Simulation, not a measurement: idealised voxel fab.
Process module name: voxel fin reveal
Section cut is 210 nm wide and gridded with 5 nm square cells.
Heads up, the way a cross-section reads in here is a grid of square cells, handed over as bands from the top down, with every band being one or more rows of cells.
Band: top height; bottom height; in nm. Then, left to right: material with width in nm, for each material. "all across": a single material spanning edge to edge. "blank": empty space.
Height reference: 0 = level under which incoming wafer is all one material. Lowest band: no bottom, runs on downward, e.g. "0..down".
A width given as "30->40" starts at the first number in the band's top row and ends at the second number in its bottom row, shifting by an equal amount at every step from row to row.
When a step is marked "nothing got changed", none of the cells in the cross-section changed during that step.
The label "Enclosed void inventory" introduces a list of the empty spaces, 8 cells or larger, that have no open way up to the top; each entry in it reads width x height at distance, where the distance is taken from the left edge and all three are stated in nm.
Text after the settings on a step's line: the simulator's own remark on that step.
Regarding "overlay nm": on a step with a mask, it is the distance the mask lay to the right of its planned place; a negative value places it to the left.
[Here's what the planned process steps look like]
1,RECEIVE,material Si
2,CONFORMAL_DEP,material SiN,thk nm 10
3,MASKED_ETCH,tone cover,mask id FINS,width nm 15,pitch nm 40,etch materials SiN,depth nm 10,overlay nm 0
4,MASKED_ETCH,tone cover,mask id FINS,width nm 15,pitch nm 40,etch materials Si,depth nm 40,overlay nm 0
5,FILL_DEP,material SiO2,thk nm 10
6,CMP,height nm 10
7,SELECTIVE_ETCH,etch materials SiO2,depth nm 35
8,STRIP,etch materials SiN
[Cross-section of the wafer as it came to us, i.e., already through step 1]
* 0..down  Si all across
* Enclosed void inventory: none
[End-of-module XS, first of two wafers, run as planned]
* 0..-25  blank 75 / Si 15 / blank 25 / Si 15 / blank 80
* -25..-40  SiO2 75 / Si 15 / SiO2 25 / Si 15 / SiO2 80
* -40..down  Si all across
* Enclosed void inventory: none
[This is the second of the two wafers, cross-sectioned at the end of the module; it started exactly like the first and was given the same plan, but it was run with one mistake]
* 0..-25  blank 75 / Si 15 / blank 25 / Si 15 / blank 80
* -25..-50  SiO2 75 / Si 15 / SiO2 25 / Si 15 / SiO2 80
* -50..down  Si all across
* Enclosed void inventory: none
In executing the process, a mistake was made relative to the plan: step 4 ran with different settings than intended, the actual operation and settings being MASKED_ETCH,tone cover,mask id FINS,width nm 15,pitch nm 40,etch materials Si,depth nm 50,overlay nm 0
Wafer comparison, final, in cells, second relative to first, materials more or fewer: Si -72; SiO2 +72
